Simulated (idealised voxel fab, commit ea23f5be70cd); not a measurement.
Title: Process Module voxel air gaps
Cross-section cut spans 290 nm and uses square cells 5 nm in size.
When this document writes out a cross-section, it uses a grid of square cells and lists it as bands, beginning at the top and moving down, with a band standing for one or more rows of cells. The band entry comprises the height of the band's top followed by the height of its bottom, expressed in nm, and subsequently the band's materials from left to right, each stated together with its width in nm. Where a single material is marked with the word "throughout", that material fills the band from edge to edge. The word "blank" represents empty space. Ref level 0: as-received wafer is one material below here. Bottom band extends down with no lower bound ("0 down"). Quick explanation for "30..40": the width changes in equal steps down the rows of cells, from the first number in the band's top row to the second number in its bottom row. "left unchanged" after a step means that no cell of the cross-section changed. Empty spaces counting at least 8 cells and having no open way to the top are listed in "Enclosed void catalog". The notation width x height at distance is used for each, the distance being from the left edge and all three values in nm. Whatever follows a step's settings on its line is a remark the simulator itself makes about that step. overlay nm, on a step with a mask: how far to the right of its planned place the mask lay; to the left if negative.

Intended process steps:
| 1 | RECEIVE with material Si |
| 2 | CONFORMAL_DEP with material SiO2, thk nm 15 |
| 3 | CONFORMAL_DEP with material SiN, thk nm 5 |
| 4 | DIRECTIONAL_DEP with material lowk, thk nm 35 |
| 5 | MASKED_ETCH with tone open, mask id LINES, width nm 20, pitch nm 50, etch materials lowk, depth nm 35, overlay nm 0 |
| 6 | CONFORMAL_DEP with material TiN, thk nm 5 |
| 7 | FILL_DEP with material Cu, thk nm 10 |
| 8 | CMP with height nm 55 |
| 9 | EPI with material Ru, thk nm 10 |
| 10 | SELECTIVE_ETCH with etch materials lowk, depth nm 45 |
| 11 | CONFORMAL_DEP with material SiCN, thk nm 5 |

Step 1 complete: cross-section of the wafer as received:
0 down = Si throughout
Enclosed void catalog: none

Run as planned - first of the two wafers cross-sectioned at the end of the module:
70 to 65 = blank 45 | SiCN 200 | blank 45
65 to 55 = blank 45 | SiCN 5 | Ru 40 | SiCN 10 | Ru 40 | SiCN 10 | Ru 40 | SiCN 10 | Ru 40 | SiCN 5 | blank 45
55 to 50 = blank 45 | SiCN 15 | TiN 5 | Cu 10 | TiN 5 | SiCN 30 | TiN 5 | Cu 10 | TiN 5 | SiCN 30 | TiN 5 | Cu 10 | TiN 5 | SiCN 30 | TiN 5 | Cu 10 | TiN 5 | SiCN 15 | blank 45
50 to 25 = blank 55 | SiCN 5 | TiN 5 | Cu 10 | TiN 5 | SiCN 5 | blank 20 | SiCN 5 | TiN 5 | Cu 10 | TiN 5 | SiCN 5 | blank 20 | SiCN 5 | TiN 5 | Cu 10 | TiN 5 | SiCN 5 | blank 20 | SiCN 5 | TiN 5 | Cu 10 | TiN 5 | SiCN 5 | blank 55
25 to 20 = SiCN 60 | TiN 20 | SiCN 30 | TiN 20 | SiCN 30 | TiN 20 | SiCN 30 | TiN 20 | SiCN 60
20 to 15 = SiN throughout
15 to 0 = SiO2 throughout
0 down = Si throughout
Enclosed void catalog: 20 x 25 at 85; 20 x 25 at 135; 20 x 25 at 185

The second wafer, shown in cross-section after the module: started the same way as the first and given the same plan, yet one mistake crept into how it was run:
70 to 65 = blank 40 | SiCN 200 | blank 50
65 to 55 = blank 40 | SiCN 5 | Ru 40 | SiCN 10 | Ru 40 | SiCN 10 | Ru 40 | SiCN 10 | Ru 40 | SiCN 5 | blank 50
55 to 50 = blank 40 | SiCN 15 | TiN 5 | Cu 10 | TiN 5 | SiCN 30 | TiN 5 | Cu 10 | TiN 5 | SiCN 30 | TiN 5 | Cu 10 | TiN 5 | SiCN 30 | TiN 5 | Cu 10 | TiN 5 | SiCN 15 | blank 50
50 to 25 = blank 50 | SiCN 5 | TiN 5 | Cu 10 | TiN 5 | SiCN 5 | blank 20 | SiCN 5 | TiN 5 | Cu 10 | TiN 5 | SiCN 5 | blank 20 | SiCN 5 | TiN 5 | Cu 10 | TiN 5 | SiCN 5 | blank 20 | SiCN 5 | TiN 5 | Cu 10 | TiN 5 | SiCN 5 | blank 60
25 to 20 = SiCN 55 | TiN 20 | SiCN 30 | TiN 20 | SiCN 30 | TiN 20 | SiCN 30 | TiN 20 | SiCN 65
20 to 15 = SiN throughout
15 to 0 = SiO2 throughout
0 down = Si throughout
Enclosed void catalog: 20 x 25 at 80; 20 x 25 at 130; 20 x 25 at 180
Deviation from plan: contrary to plan, step 5 was performed as MASKED_ETCH with tone open, mask id LINES, width nm 20, pitch nm 50, etch materials lowk, depth nm 35, overlay nm -5
At the end, each material covers as many cells on the second wafer as it does on the first, though the cells it covers are elsewhere.
